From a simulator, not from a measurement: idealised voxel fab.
This section sets out a process module, namely voxel tone inversion.
In the cross-section labelled cut, the width is 165 nm and each square cell is 5 nm.
Each cross-section below is a grid of square cells, stated as bands in top-down order, with one or more rows of cells making up each band.
Top height, bottom height, nm. Materials left to right, width each, nm. Single material + "full width" = fills band edge to edge. "blank" = empty.
A quick word on heights: they are counted from 0, and under that level the wafer as it came to us is one material throughout. The lowest band is different from the rest in having no bottom; it simply continues downward, written as in "top 0, no bottom".
When a width is written as two numbers, as in "30 to 40", the first number is the width in the top row of cells of the band and the second is the width in its bottom row, and the width changes by the same amount from each row to the next.
Given "nothing altered" for a step, no cell of the cross-section differs between before and after that step.
"Enclosed empty spaces" - sealed voids, min. 8 cells, no opening to top; format: width x height at distance (distance from left edge; nm throughout).
after a step's settings: what the simulator itself notes on the step
Each step line may optionally specify "overlay nm", which for a step with a mask gives the rightward distance between the mask's planned place and where it lay, a negative value indicating the leftward direction.

### The process steps that were planned are listed below
1) RECEIVE,material Si
2) CONFORMAL_DEP,material SiN,thk nm 5
3) DIRECTIONAL_DEP,material polySi,thk nm 20
4) PATTERN,tone cover,mask id POSTS,material resist,width nm 20,pitch nm 35,thk nm 25,overlay nm 0
5) DIRECTIONAL_ETCH,etch materials polySi,depth nm 20
6) STRIP,etch materials resist
7) FILL_DEP,material lowk,thk nm 10
8) CMP,height nm 25
9) STRIP,etch materials polySi

### Wafer at receipt (post step 1), cross-section
* top 0, no bottom | Si full width
* Enclosed empty spaces: none

### first wafer at the end, as planned
* top 25, bottom 5 | lowk 20  blank 20  lowk 15  blank 20  lowk 15  blank 20  lowk 15  blank 20  lowk 20
* top 5, bottom 0 | SiN full width
* top 0, no bottom | Si full width
* Enclosed empty spaces: none

### Cross-sectional view of the second of two wafers upon completion of the module. This wafer shared its starting condition and process plan with the first; one error was made during its execution
* top 25, bottom 20 | lowk full width
* top 20, bottom 0 | lowk 20  polySi 20  lowk 15  polySi 20  lowk 15  polySi 20  lowk 15  polySi 20  lowk 20
* top 0, no bottom | Si full width
* Enclosed empty spaces: none
Diagnosis: step 2 was left out
End check, counted in cells, second wafer has more or fewer of these materials than the first: 33 fewer of SiN; 33 more of lowk; 64 more of polySi
